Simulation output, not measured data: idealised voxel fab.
process module | voxel capacitor over wiring
cross-section cut | 170 nm wide | cells 5 nm
A cross-section is a grid of square cells, given in bands from the top down. A band is one or more rows of cells.
Each band's line starts with the height of the band's top and of its bottom, in nm. Then come its materials from left to right, each with its width in nm. One material with "throughout" fills the band from edge to edge. "air" is empty space.
Height 0 is the level under which the wafer as received is all one material. The lowest band goes on downwards, as in "0 down".
A width such as "30 to 40" changes by the same amount from each row of cells to the next, from the band's top row to its bottom row.
"no change" after a step means that no cell of the cross-section changed.
closed voids: empty space of 8 cells or more with no open way to the top, each as width x height at its distance from the left edge, in nm
after a step's settings: what the simulator itself notes on the step
overlay nm, on a step with a mask: how far to the right of its planned place the mask lay; to the left if negative
plan
1 op RECEIVE | material Si
2 op CONFORMAL_DEP | material SiO2 | thk nm 10
3 op DIRECTIONAL_DEP | material TiN | thk nm 5
4 op DIRECTIONAL_DEP | material Ru | thk nm 15
5 op MASKED_ETCH | tone cover | mask id METAL_1 | width nm 25 | pitch nm 80 | etch materials Ru | depth nm 15 | overlay nm 0
6 op MASKED_ETCH | tone cover | mask id METAL_1 | width nm 25 | pitch nm 80 | etch materials TiN | depth nm 5 | overlay nm 0
7 op CONFORMAL_DEP | material SiCN | thk nm 5
8 op FILL_DEP | material lowk | thk nm 10
9 op CMP | height nm 30
10 op CONFORMAL_DEP | material SiCN | thk nm 5
11 op DIRECTIONAL_DEP | material lowk | thk nm 15
12 op PATTERN | tone open | mask id PLUG_1 | material resist | width nm 15 | thk nm 15 | overlay nm 0
13 op DIRECTIONAL_ETCH | etch materials lowk | depth nm 15
14 op DIRECTIONAL_ETCH | etch materials SiCN | depth nm 5
15 op STRIP | etch materials resist
16 op CONFORMAL_DEP | material TiN | thk nm 5
17 op FILL_DEP | material Ru | thk nm 5
18 op CMP | height nm 50
19 op DIRECTIONAL_DEP | material TiN | thk nm 10
20 op DIRECTIONAL_DEP | material SiN | thk nm 5
21 op DIRECTIONAL_DEP | material TiN | thk nm 10
22 op PATTERN | tone cover | mask id UPPER_PLATE | material resist | width nm 60 | thk nm 15 | overlay nm 0
23 op DIRECTIONAL_ETCH | etch materials TiN | depth nm 10
24 op DIRECTIONAL_ETCH | etch materials SiN | depth nm 5
25 op STRIP | etch materials resist
26 op DIRECTIONAL_DEP | material aC | thk nm 10
27 op PATTERN | tone cover | mask id LOWER_PLATE | material resist | width nm 70 | thk nm 25 | overlay nm 0
28 op DIRECTIONAL_ETCH | etch materials aC | depth nm 10
29 op STRIP | etch materials resist
30 op DIRECTIONAL_ETCH | etch materials TiN | depth nm 10
31 op STRIP | etch materials aC
32 op FILL_DEP | material SiO2 | thk nm 15
33 op CMP | height nm 85
34 op DIRECTIONAL_DEP | material aC | thk nm 15
35 op PATTERN | tone open | mask id PLUG_2 | material resist | width nm 15 | thk nm 30 | overlay nm 0
36 op DIRECTIONAL_ETCH | etch materials aC | depth nm 15
37 op STRIP | etch materials resist
38 op DIRECTIONAL_ETCH | etch materials SiO2 | depth nm 10
39 op STRIP | etch materials aC
40 op CONFORMAL_DEP | material TiN | thk nm 5
41 op FILL_DEP | material Ru | thk nm 10
42 op CMP | height nm 85
43 op CONFORMAL_DEP | material SiCN | thk nm 5
first wafer, as planned
as received, after step 1
  0 down: Si throughout
  closed voids: none
after step 2
  10 to 0: SiO2 throughout
  below 0: unchanged
after step 3
  15 to 10: TiN throughout
  below 10: unchanged
after step 4
  30 to 15: Ru throughout
  below 15: unchanged
after step 5
  30 to 15: air 30 | Ru 25 | air 55 | Ru 25 | air 35
  below 15: unchanged
after step 6
  30 to 15: air 30 | Ru 25 | air 55 | Ru 25 | air 35
  15 to 10: air 30 | TiN 25 | air 55 | TiN 25 | air 35
  below 10: unchanged
after step 7
  35 to 30: air 25 | SiCN 35 | air 45 | SiCN 35 | air 30
  30 to 15: air 25 | SiCN 5 | Ru 25 | SiCN 5 | air 45 | SiCN 5 | Ru 25 | SiCN 5 | air 30
  15 to 10: SiCN 30 | TiN 25 | SiCN 55 | TiN 25 | SiCN 35
  below 10: unchanged
after step 8
  45 to 35: lowk throughout
  35 to 30: lowk 25 | SiCN 35 | lowk 45 | SiCN 35 | lowk 30
  30 to 15: lowk 25 | SiCN 5 | Ru 25 | SiCN 5 | lowk 45 | SiCN 5 | Ru 25 | SiCN 5 | lowk 30
  below 15: unchanged
after step 9
  30 to 15: lowk 25 | SiCN 5 | Ru 25 | SiCN 5 | lowk 45 | SiCN 5 | Ru 25 | SiCN 5 | lowk 30
  below 15: unchanged
after step 10
  35 to 30: SiCN throughout
  below 30: unchanged
after step 11
  50 to 35: lowk throughout
  below 35: unchanged
after step 12
  65 to 50: resist 40 | air 15 | resist 115
  below 50: unchanged
after step 13
  65 to 50: resist 40 | air 15 | resist 115
  50 to 35: lowk 40 | air 15 | lowk 115
  below 35: unchanged
after step 14
  65 to 50: resist 40 | air 15 | resist 115
  50 to 35: lowk 40 | air 15 | lowk 115
  35 to 30: SiCN 40 | air 15 | SiCN 115
  below 30: unchanged
after step 15
  50 to 35: lowk 40 | air 15 | lowk 115
  below 35: unchanged
after step 16
  55 to 50: TiN 45 | air 5 | TiN 120
  50 to 35: lowk 40 | TiN 5 | air 5 | TiN 5 | lowk 115
  35 to 30: SiCN 40 | TiN 15 | SiCN 115
  below 30: unchanged
after step 17
  60 to 55: Ru throughout
  55 to 50: TiN 45 | Ru 5 | TiN 120
  50 to 35: lowk 40 | TiN 5 | Ru 5 | TiN 5 | lowk 115
  below 35: unchanged
after step 18
  50 to 35: lowk 40 | TiN 5 | Ru 5 | TiN 5 | lowk 115
  below 35: unchanged
after step 19
  60 to 50: TiN throughout
  below 50: unchanged
after step 20
  65 to 60: SiN throughout
  below 60: unchanged
after step 21
  75 to 65: TiN throughout
  below 65: unchanged
after step 22
  90 to 75: air 40 | resist 60 | air 70
  below 75: unchanged
after step 23
  90 to 75: air 40 | resist 60 | air 70
  75 to 65: air 40 | TiN 60 | air 70
  below 65: unchanged
after step 24
  90 to 75: air 40 | resist 60 | air 70
  75 to 65: air 40 | TiN 60 | air 70
  65 to 60: air 40 | SiN 60 | air 70
  below 60: unchanged
after step 25
  75 to 65: air 40 | TiN 60 | air 70
  below 65: unchanged
after step 26
  85 to 75: air 40 | aC 60 | air 70
  75 to 70: air 40 | TiN 60 | air 70
  70 to 65: aC 40 | TiN 60 | aC 70
  65 to 60: aC 40 | SiN 60 | aC 70
  below 60: unchanged
after step 27
  110 to 85: air 35 | resist 70 | air 65
  85 to 75: air 35 | resist 5 | aC 60 | resist 5 | air 65
  75 to 70: air 35 | resist 5 | TiN 60 | resist 5 | air 65
  below 70: unchanged
after step 28
  100 to 85: air 35 | resist 70 | air 65
  85 to 75: air 35 | resist 5 | aC 60 | resist 5 | air 65
  75 to 70: air 35 | resist 5 | TiN 60 | resist 5 | air 65
  70 to 65: air 35 | aC 5 | TiN 60 | aC 5 | air 65
  65 to 60: air 35 | aC 5 | SiN 60 | aC 5 | air 65
  below 60: unchanged
after step 29
  85 to 75: air 40 | aC 60 | air 70
  75 to 70: air 40 | TiN 60 | air 70
  below 70: unchanged
after step 30
  85 to 75: air 40 | aC 60 | air 70
  75 to 70: air 40 | TiN 60 | air 70
  70 to 65: air 35 | aC 5 | TiN 60 | aC 5 | air 65
  65 to 60: air 35 | aC 5 | SiN 60 | aC 5 | air 65
  60 to 50: air 35 | TiN 70 | air 65
  below 50: unchanged
after step 31
  75 to 65: air 40 | TiN 60 | air 70
  65 to 60: air 40 | SiN 60 | air 70
  below 60: unchanged
after step 32
  90 to 75: SiO2 throughout
  75 to 65: SiO2 40 | TiN 60 | SiO2 70
  65 to 60: SiO2 40 | SiN 60 | SiO2 70
  60 to 50: SiO2 35 | TiN 70 | SiO2 65
  below 50: unchanged
after step 33
  85 to 75: SiO2 throughout
  below 75: unchanged
after step 34
  100 to 85: aC throughout
  below 85: unchanged
after step 35
  130 to 100: resist 50 | air 15 | resist 105
  below 100: unchanged
after step 36
  115 to 100: resist 50 | air 15 | resist 105
  100 to 85: aC 50 | air 15 | aC 105
  below 85: unchanged
after step 37
  100 to 85: aC 50 | air 15 | aC 105
  below 85: unchanged
after step 38
  100 to 85: aC 50 | air 15 | aC 105
  85 to 75: SiO2 50 | air 15 | SiO2 105
  below 75: unchanged
after step 39
  85 to 75: SiO2 50 | air 15 | SiO2 105
  below 75: unchanged
after step 40
  90 to 85: TiN 55 | air 5 | TiN 110
  85 to 80: SiO2 50 | TiN 5 | air 5 | TiN 5 | SiO2 105
  80 to 75: SiO2 50 | TiN 15 | SiO2 105
  below 75: unchanged
after step 41
  100 to 90: Ru throughout
  90 to 85: TiN 55 | Ru 5 | TiN 110
  85 to 80: SiO2 50 | TiN 5 | Ru 5 | TiN 5 | SiO2 105
  below 80: unchanged
after step 42
  85 to 80: SiO2 50 | TiN 5 | Ru 5 | TiN 5 | SiO2 105
  below 80: unchanged
after step 43
  90 to 85: SiCN throughout
  below 85: unchanged
second wafer: like start, like plan, one mistake. Through step 18 it matches the first wafer
when step 19 should have ended
  65 to 50: TiN throughout
  below 50: unchanged
when step 20 should have ended
  70 to 65: SiN throughout
  below 65: unchanged
when step 21 should have ended
  80 to 70: TiN throughout
  below 70: unchanged
when step 22 should have ended
  95 to 80: air 40 | resist 60 | air 70
  below 80: unchanged
when step 23 should have ended
  95 to 80: air 40 | resist 60 | air 70
  80 to 70: air 40 | TiN 60 | air 70
  below 70: unchanged
when step 24 should have ended
  95 to 80: air 40 | resist 60 | air 70
  80 to 70: air 40 | TiN 60 | air 70
  70 to 65: air 40 | SiN 60 | air 70
  below 65: unchanged
when step 25 should have ended
  80 to 70: air 40 | TiN 60 | air 70
  below 70: unchanged
when step 26 should have ended
  90 to 80: air 40 | aC 60 | air 70
  80 to 75: air 40 | TiN 60 | air 70
  75 to 70: aC 40 | TiN 60 | aC 70
  70 to 65: aC 40 | SiN 60 | aC 70
  below 65: unchanged
when step 27 should have ended
  115 to 90: air 35 | resist 70 | air 65
  90 to 80: air 35 | resist 5 | aC 60 | resist 5 | air 65
  80 to 75: air 35 | resist 5 | TiN 60 | resist 5 | air 65
  below 75: unchanged
when step 28 should have ended
  105 to 90: air 35 | resist 70 | air 65
  90 to 80: air 35 | resist 5 | aC 60 | resist 5 | air 65
  80 to 75: air 35 | resist 5 | TiN 60 | resist 5 | air 65
  75 to 70: air 35 | aC 5 | TiN 60 | aC 5 | air 65
  70 to 65: air 35 | aC 5 | SiN 60 | aC 5 | air 65
  below 65: unchanged
when step 29 should have ended
  90 to 80: air 40 | aC 60 | air 70
  80 to 75: air 40 | TiN 60 | air 70
  below 75: unchanged
when step 30 should have ended
  90 to 80: air 40 | aC 60 | air 70
  80 to 75: air 40 | TiN 60 | air 70
  75 to 70: air 35 | aC 5 | TiN 60 | aC 5 | air 65
  70 to 65: air 35 | aC 5 | SiN 60 | aC 5 | air 65
  65 to 55: air 35 | TiN 70 | air 65
  below 55: unchanged
when step 31 should have ended
  80 to 70: air 40 | TiN 60 | air 70
  70 to 65: air 40 | SiN 60 | air 70
  below 65: unchanged
when step 32 should have ended
  95 to 80: SiO2 throughout
  80 to 70: SiO2 40 | TiN 60 | SiO2 70
  70 to 65: SiO2 40 | SiN 60 | SiO2 70
  65 to 55: SiO2 35 | TiN 70 | SiO2 65
  below 55: unchanged
when step 33 should have ended
  85 to 80: SiO2 throughout
  below 80: unchanged
when step 34 should have ended
  100 to 85: aC throughout
  below 85: unchanged
when step 35 should have ended
  130 to 100: resist 50 | air 15 | resist 105
  below 100: unchanged
when step 36 should have ended
  115 to 100: resist 50 | air 15 | resist 105
  100 to 85: aC 50 | air 15 | aC 105
  below 85: unchanged
when step 37 should have ended
  100 to 85: aC 50 | air 15 | aC 105
  below 85: unchanged
when step 38 should have ended
  100 to 85: aC 50 | air 15 | aC 105
  85 to 80: SiO2 50 | air 15 | SiO2 105
  below 80: unchanged
when step 39 should have ended
  85 to 80: SiO2 50 | air 15 | SiO2 105
  below 80: unchanged
when step 40 should have ended
  90 to 85: TiN 55 | air 5 | TiN 110
  85 to 80: SiO2 50 | TiN 15 | SiO2 105
  below 80: unchanged
when step 41 should have ended
  100 to 90: Ru throughout
  90 to 85: TiN 55 | Ru 5 | TiN 110
  below 85: unchanged
when step 42 should have ended
  85 to 80: SiO2 50 | TiN 15 | SiO2 105
  below 80: unchanged
when step 43 should have ended
  90 to 85: SiCN throughout
  below 85: unchanged
what went wrong: step 19 ran as: op DIRECTIONAL_DEP | material TiN | thk nm 15
at the end the second wafer has, in cells: 1 fewer of Ru | 31 fewer of SiO2 | 32 more of TiN
